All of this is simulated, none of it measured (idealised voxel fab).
Process module under the name voxel wiring stack
Section cut is 225 nm wide and gridded with 5 nm square cells.
If you're reading a cross-section in this doc, picture square cells in a grid; it comes to you as bands, top ones listed first down to the bottom, and a band can be one or more rows of cells. Within each band entry, the heights of the top and of the bottom of the band appear first, in that order and in nm; the materials of the band then follow from left to right, each with its corresponding width in nm. The designation "throughout" on a single material indicates that it fills the band from edge to edge; the designation "air" indicates empty space. Note: height 0 marks the level under which the wafer is uniformly one material as received. Lowest band unbounded below, written "0..down". It should be noted that a width expressed as "30 to 40" varies in equal increments from row to row of cells within the band, taking the value of the first number at the top row and that of the second number at the bottom row. The cross-section has no changed cell in any step marked "all unchanged". "Sealed void list" - sealed voids, min. 8 cells, no opening to top; format: width x height at distance (distance from left edge; nm throughout). Post-settings text on a step line: simulator's own remark regarding the step. overlay nm: on a step with a mask, how far right of its planned place the mask lay; negative means left.
The following list gives the planned process steps
1) RECEIVE (material Si)
2) CONFORMAL_DEP (material SiO2; thk nm 10)
3) DIRECTIONAL_DEP (material TiN; thk nm 5)
4) DIRECTIONAL_DEP (material W; thk nm 20)
5) DIRECTIONAL_DEP (material aC; thk nm 15)
6) PATTERN (tone cover; mask id METAL_1; material resist; width nm 30; pitch nm 55; thk nm 30; overlay nm 0)
7) DIRECTIONAL_ETCH (etch materials aC; depth nm 15)
8) STRIP (etch materials resist)
9) DIRECTIONAL_ETCH (etch materials W; depth nm 20)
10) DIRECTIONAL_ETCH (etch materials TiN; depth nm 5)
11) STRIP (etch materials aC)
12) CONFORMAL_DEP (material SiCN; thk nm 5)
13) FILL_DEP (material lowk; thk nm 5)
14) CMP (height nm 35)
15) CONFORMAL_DEP (material SiCN; thk nm 5)
16) DIRECTIONAL_DEP (material SiO2; thk nm 35)
17) DIRECTIONAL_DEP (material aC; thk nm 15)
18) PATTERN (tone open; mask id METAL_2; material resist; width nm 30; pitch nm 55; thk nm 35; overlay nm 0)
19) DIRECTIONAL_ETCH (etch materials aC; depth nm 15)
20) STRIP (etch materials resist)
21) DIRECTIONAL_ETCH (etch materials SiO2; depth nm 20)
22) STRIP (etch materials aC)
23) DIRECTIONAL_DEP (material aC; thk nm 15)
24) PATTERN (tone open; mask id METAL_2_HOLES; material resist; width nm 15; pitch nm 55; thk nm 35; overlay nm 0)
25) DIRECTIONAL_ETCH (etch materials aC; depth nm 15)
26) STRIP (etch materials resist)
27) DIRECTIONAL_ETCH (etch materials SiO2; depth nm 15)
28) DIRECTIONAL_ETCH (etch materials SiCN; depth nm 5)
29) STRIP (etch materials aC)
30) CONFORMAL_DEP (material TiN; thk nm 5)
31) FILL_DEP (material Ru; thk nm 10)
32) CMP (height nm 75)
33) CONFORMAL_DEP (material SiCN; thk nm 5)
34) DIRECTIONAL_DEP (material lowk; thk nm 10)
35) DIRECTIONAL_DEP (material aC; thk nm 10)
36) PATTERN (tone open; mask id PLUG_2; material resist; width nm 15; pitch nm 55; thk nm 30; overlay nm 0)
37) DIRECTIONAL_ETCH (etch materials aC; depth nm 10)
38) STRIP (etch materials resist)
39) DIRECTIONAL_ETCH (etch materials lowk; depth nm 10)
40) DIRECTIONAL_ETCH (etch materials SiCN; depth nm 5)
41) STRIP (etch materials aC)
42) CONFORMAL_DEP (material TiN; thk nm 5)
43) FILL_DEP (material W; thk nm 10)
44) CMP (height nm 90)
45) DIRECTIONAL_DEP (material TiN; thk nm 5)
46) DIRECTIONAL_DEP (material Ru; thk nm 25)
47) DIRECTIONAL_DEP (material aC; thk nm 10)
48) PATTERN (tone cover; mask id METAL_3; material resist; width nm 30; pitch nm 55; thk nm 25; overlay nm 0)
49) DIRECTIONAL_ETCH (etch materials aC; depth nm 10)
50) STRIP (etch materials resist)
51) DIRECTIONAL_ETCH (etch materials Ru; depth nm 25)
52) DIRECTIONAL_ETCH (etch materials TiN; depth nm 5)
53) STRIP (etch materials aC)
54) CONFORMAL_DEP (material SiCN; thk nm 5)
55) FILL_DEP (material lowk; thk nm 10)
56) CMP (height nm 120)
57) CONFORMAL_DEP (material SiN; thk nm 5)
Cross-section of the incoming wafer, state after step 1
	0..down: Si throughout
	Sealed void list: none
First of two wafers at the end of the module, shown in cross-section; run carried out as planned
	125..120: SiN throughout
	120..95: 10 of lowk; 5 of SiCN; 30 of Ru; 5 of SiCN; 15 of lowk; 5 of SiCN; 30 of Ru; 5 of SiCN; 15 of lowk; 5 of SiCN; 30 of Ru; 5 of SiCN; 15 of lowk; 5 of SiCN; 30 of Ru; 5 of SiCN; 10 of lowk
	95..90: 15 of SiCN; 30 of TiN; 25 of SiCN; 30 of TiN; 25 of SiCN; 30 of TiN; 25 of SiCN; 30 of TiN; 15 of SiCN
	90..80: 15 of lowk; 5 of TiN; 5 of W; 5 of TiN; 40 of lowk; 5 of TiN; 5 of W; 5 of TiN; 40 of lowk; 5 of TiN; 5 of W; 5 of TiN; 40 of lowk; 5 of TiN; 5 of W; 5 of TiN; 30 of lowk
	80..75: 15 of SiCN; 15 of TiN; 40 of SiCN; 15 of TiN; 40 of SiCN; 15 of TiN; 40 of SiCN; 15 of TiN; 30 of SiCN
	75..60: 15 of SiO2; 5 of TiN; 20 of Ru; 5 of TiN; 25 of SiO2; 5 of TiN; 20 of Ru; 5 of TiN; 25 of SiO2; 5 of TiN; 20 of Ru; 5 of TiN; 25 of SiO2; 5 of TiN; 20 of Ru; 5 of TiN; 15 of SiO2
	60..55: 15 of SiO2; 5 of TiN; 5 of Ru; 20 of TiN; 25 of SiO2; 5 of TiN; 5 of Ru; 20 of TiN; 25 of SiO2; 5 of TiN; 5 of Ru; 20 of TiN; 25 of SiO2; 5 of TiN; 5 of Ru; 20 of TiN; 15 of SiO2
	55..40: 15 of SiO2; 5 of TiN; 5 of Ru; 5 of TiN; 40 of SiO2; 5 of TiN; 5 of Ru; 5 of TiN; 40 of SiO2; 5 of TiN; 5 of Ru; 5 of TiN; 40 of SiO2; 5 of TiN; 5 of Ru; 5 of TiN; 30 of SiO2
	40..35: 15 of SiCN; 15 of TiN; 40 of SiCN; 15 of TiN; 40 of SiCN; 15 of TiN; 40 of SiCN; 15 of TiN; 30 of SiCN
	35..15: 10 of lowk; 5 of SiCN; 30 of W; 5 of SiCN; 15 of lowk; 5 of SiCN; 30 of W; 5 of SiCN; 15 of lowk; 5 of SiCN; 30 of W; 5 of SiCN; 15 of lowk; 5 of SiCN; 30 of W; 5 of SiCN; 10 of lowk
	15..10: 15 of SiCN; 30 of TiN; 25 of SiCN; 30 of TiN; 25 of SiCN; 30 of TiN; 25 of SiCN; 30 of TiN; 15 of SiCN
	10..0: SiO2 throughout
	0..down: Si throughout
	Sealed void list: none
Second wafer of the two, sectioned at the end of the module. It began like the first and followed the same plan, but one mistake was made while running it
	125..120: SiN throughout
	120..95: 10 of lowk; 5 of SiCN; 30 of Ru; 5 of SiCN; 15 of lowk; 5 of SiCN; 30 of Ru; 5 of SiCN; 15 of lowk; 5 of SiCN; 30 of Ru; 5 of SiCN; 15 of lowk; 5 of SiCN; 30 of Ru; 5 of SiCN; 10 of lowk
	95..90: 15 of SiCN; 30 of TiN; 25 of SiCN; 30 of TiN; 25 of SiCN; 30 of TiN; 25 of SiCN; 30 of TiN; 15 of SiCN
	90..80: SiO2 throughout
	80..75: SiCN throughout
	75..60: 15 of SiO2; 5 of TiN; 20 of Ru; 5 of TiN; 25 of SiO2; 5 of TiN; 20 of Ru; 5 of TiN; 25 of SiO2; 5 of TiN; 20 of Ru; 5 of TiN; 25 of SiO2; 5 of TiN; 20 of Ru; 5 of TiN; 15 of SiO2
	60..55: 15 of SiO2; 5 of TiN; 5 of Ru; 20 of TiN; 25 of SiO2; 5 of TiN; 5 of Ru; 20 of TiN; 25 of SiO2; 5 of TiN; 5 of Ru; 20 of TiN; 25 of SiO2; 5 of TiN; 5 of Ru; 20 of TiN; 15 of SiO2
	55..40: 15 of SiO2; 5 of TiN; 5 of Ru; 5 of TiN; 40 of SiO2; 5 of TiN; 5 of Ru; 5 of TiN; 40 of SiO2; 5 of TiN; 5 of Ru; 5 of TiN; 40 of SiO2; 5 of TiN; 5 of Ru; 5 of TiN; 30 of SiO2
	40..35: 15 of SiCN; 15 of TiN; 40 of SiCN; 15 of TiN; 40 of SiCN; 15 of TiN; 40 of SiCN; 15 of TiN; 30 of SiCN
	35..15: 10 of lowk; 5 of SiCN; 30 of W; 5 of SiCN; 15 of lowk; 5 of SiCN; 30 of W; 5 of SiCN; 15 of lowk; 5 of SiCN; 30 of W; 5 of SiCN; 15 of lowk; 5 of SiCN; 30 of W; 5 of SiCN; 10 of lowk
	15..10: 15 of SiCN; 30 of TiN; 25 of SiCN; 30 of TiN; 25 of SiCN; 30 of TiN; 25 of SiCN; 30 of TiN; 15 of SiCN
	10..0: SiO2 throughout
	0..down: Si throughout
	Sealed void list: none
Here's what went sideways: so step 34 ended up running with a different setting than we planned, it ran as DIRECTIONAL_DEP (material SiO2; thk nm 10)
at the end the second wafer has, in cells: SiCN +12 | SiO2 +90 | TiN -28 | W -8 | lowk -66
